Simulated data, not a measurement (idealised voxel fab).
The following process module bears the name voxel capacitor over wiring.
Section shown: cut. Width: 250 nm. Cell size: 5 nm, square.
Cross-sections here: square-cell grids, written as top-down lists of bands, a band being one or more rows of cells. The entry gives the band's vertical extent as a top height and a bottom height in nm, then its horizontal make-up as materials from left to right, each with a width in nm. "air" stands for empty space; a single material marked "all across" fills the band edge to edge. Basically, 0 is our baseline, since under it the wafer straight out of the box is all one material. The bottom band has no lower end and keeps on going down, so it looks like "z 0 and below". The width entry "30->40" should be interpreted row by row: the top row of cells in the band takes the first number, the bottom row takes the second number, and the change between adjacent rows is uniform throughout. For the purposes of this document, the phrase "no change occurred" attached to a step denotes that no cell within the cross-section was modified by that step. This entry, "Enclosed void catalog", enumerates those empty regions of no fewer than 8 cells that possess no open connection to the top. Each region is reported in the form width x height at distance, the distance being taken from the left edge, with all three quantities expressed in nm. Past the settings on a step's line: simulator remark, on that step. For masked steps, "overlay nm" on the step line gives how far right of plan the mask actually lay; a minus sign means it lay to the left.
-- The following list gives the planned process steps
1 op RECEIVE | material Si
2 op CONFORMAL_DEP | material SiO2 | thk nm 15
3 op CONFORMAL_DEP | material SiN | thk nm 5
4 op DIRECTIONAL_DEP | material SiO2 | thk nm 15
5 op PATTERN | tone open | mask id METAL_1 | material resist | width nm 25 | pitch nm 95 | thk nm 15 | overlay nm 0
6 op DIRECTIONAL_ETCH | etch materials SiO2 | depth nm 15
7 op DIRECTIONAL_ETCH | etch materials SiN | depth nm 5
8 op STRIP | etch materials resist
9 op CONFORMAL_DEP | material TiN | thk nm 5
10 op FILL_DEP | material W | thk nm 10
11 op CMP | height nm 35
12 op EPI | material Ru | thk nm 5
13 op FILL_DEP | material SiCN | thk nm 5
14 op DIRECTIONAL_DEP | material SiO2 | thk nm 20
15 op MASKED_ETCH | tone open | mask id PLUG_1 | width nm 15 | etch materials SiO2 | depth nm 20 | overlay nm 0
16 op MASKED_ETCH | tone open | mask id PLUG_1 | width nm 15 | etch materials SiCN | depth nm 5 | overlay nm -15
17 op CONFORMAL_DEP | material TiN | thk nm 5
18 op FILL_DEP | material Cu | thk nm 5
19 op CMP | height nm 65
20 op DIRECTIONAL_DEP | material TiN | thk nm 10
21 op DIRECTIONAL_DEP | material HfO2 | thk nm 5
22 op DIRECTIONAL_DEP | material TiN | thk nm 10
23 op DIRECTIONAL_DEP | material aC | thk nm 10
24 op PATTERN | tone cover | mask id UPPER_PLATE | material resist | width nm 75 | thk nm 25 | overlay nm 0
25 op DIRECTIONAL_ETCH | etch materials aC | depth nm 10
26 op STRIP | etch materials resist
27 op DIRECTIONAL_ETCH | etch materials TiN | depth nm 10
28 op DIRECTIONAL_ETCH | etch materials HfO2 | depth nm 5
29 op STRIP | etch materials aC
30 op DIRECTIONAL_DEP | material aC | thk nm 10
31 op PATTERN | tone cover | mask id LOWER_PLATE | material resist | width nm 85 | thk nm 30 | overlay nm 0
32 op DIRECTIONAL_ETCH | etch materials aC | depth nm 10
33 op STRIP | etch materials resist
34 op DIRECTIONAL_ETCH | etch materials TiN | depth nm 10
35 op STRIP | etch materials aC
36 op FILL_DEP | material SiO2 | thk nm 15
37 op CMP | height nm 100
38 op DIRECTIONAL_DEP | material aC | thk nm 10
39 op PATTERN | tone open | mask id PLUG_2 | material resist | width nm 15 | thk nm 30 | overlay nm 0
40 op DIRECTIONAL_ETCH | etch materials aC | depth nm 10
41 op STRIP | etch materials resist
42 op DIRECTIONAL_ETCH | etch materials SiO2 | depth nm 10
43 op STRIP | etch materials aC
44 op CONFORMAL_DEP | material TiN | thk nm 5
45 op FILL_DEP | material Ru | thk nm 5
46 op CMP | height nm 100
47 op CONFORMAL_DEP | material SiN | thk nm 5
varied across the wafers: overlay nm of step 16. The plan shows the first wafer's value. All wafers start alike
-- Here's the first of the wafers in cross-section, just as we got it, i.e. after step 1
z 0 and below: Si all across
Enclosed void catalog: none
-- Wafer cross-section (first of several) - module end, post step 47 (last step)
z 105 to 100: SiN all across
z 100 to 95: 85 SiO2  5 TiN  5 Ru  5 TiN  150 SiO2
z 95 to 90: 85 SiO2  15 TiN  150 SiO2
z 90 to 80: 75 SiO2  75 TiN  100 SiO2
z 80 to 75: 75 SiO2  75 HfO2  100 SiO2
z 75 to 65: 70 SiO2  85 TiN  95 SiO2
z 65 to 50: 75 SiO2  5 TiN  5 Cu  5 TiN  160 SiO2
z 50 to 45: 75 SiO2  15 TiN  160 SiO2
z 45 to 40: SiCN all across
z 40 to 35: 60 SiCN  35 Ru  60 SiCN  35 Ru  60 SiCN
z 35 to 20: 65 SiO2  5 TiN  15 W  5 TiN  70 SiO2  5 TiN  15 W  5 TiN  65 SiO2
z 20 to 15: 65 SiN  25 TiN  70 SiN  25 TiN  65 SiN
z 15 to 0: SiO2 all across
z 0 and below: Si all across
Enclosed void catalog: none
-- Last-wafer cross-section at the end of the module
z 105 to 100: SiN all across
z 100 to 95: 85 SiO2  5 TiN  5 Ru  5 TiN  150 SiO2
z 95 to 90: 85 SiO2  15 TiN  150 SiO2
z 90 to 80: 75 SiO2  75 TiN  100 SiO2
z 80 to 75: 75 SiO2  75 HfO2  100 SiO2
z 75 to 65: 70 SiO2  85 TiN  95 SiO2
z 65 to 50: 75 SiO2  5 TiN  5 Cu  5 TiN  160 SiO2
z 50 to 45: 75 SiO2  15 TiN  160 SiO2
z 45 to 40: SiCN all across
z 40 to 35: 60 SiCN  35 Ru  60 SiCN  35 Ru  60 SiCN
z 35 to 20: 65 SiO2  5 TiN  15 W  5 TiN  70 SiO2  5 TiN  15 W  5 TiN  65 SiO2
z 20 to 15: 65 SiN  25 TiN  70 SiN  25 TiN  65 SiN
z 15 to 0: SiO2 all across
z 0 and below: Si all across
Enclosed void catalog: none
-- What follows is a table in which each wafer occupies a row; for the wafer as it stands at the close of the module, the row states, material by material, how many cells have been gained (+) or lost (-) since receipt, and then gives its closed voids
overlay nm -15, +3 Cu, +15 HfO2, +15 Ru, +86 SiCN, +90 SiN, +723 SiO2, +100 TiN, +18 W, Enclosed void catalog: none
overlay nm -10, +3 Cu, +15 HfO2, +15 Ru, +85 SiCN, +90 SiN, +723 SiO2, +101 TiN, +18 W, Enclosed void catalog: none
overlay nm -5, +3 Cu, +15 HfO2, +15 Ru, +84 SiCN, +90 SiN, +723 SiO2, +102 TiN, +18 W, Enclosed void catalog: none
overlay nm 0, +4 Cu, +15 HfO2, +15 Ru, +83 SiCN, +90 SiN, +723 SiO2, +102 TiN, +18 W, Enclosed void catalog: none
overlay nm 5, +3 Cu, +15 HfO2, +15 Ru, +84 SiCN, +90 SiN, +723 SiO2, +102 TiN, +18 W, Enclosed void catalog: none
overlay nm 10, +3 Cu, +15 HfO2, +15 Ru, +85 SiCN, +90 SiN, +723 SiO2, +101 TiN, +18 W, Enclosed void catalog: none
overlay nm 15, +3 Cu, +15 HfO2, +15 Ru, +86 SiCN, +90 SiN, +723 SiO2, +100 TiN, +18 W, Enclosed void catalog: none
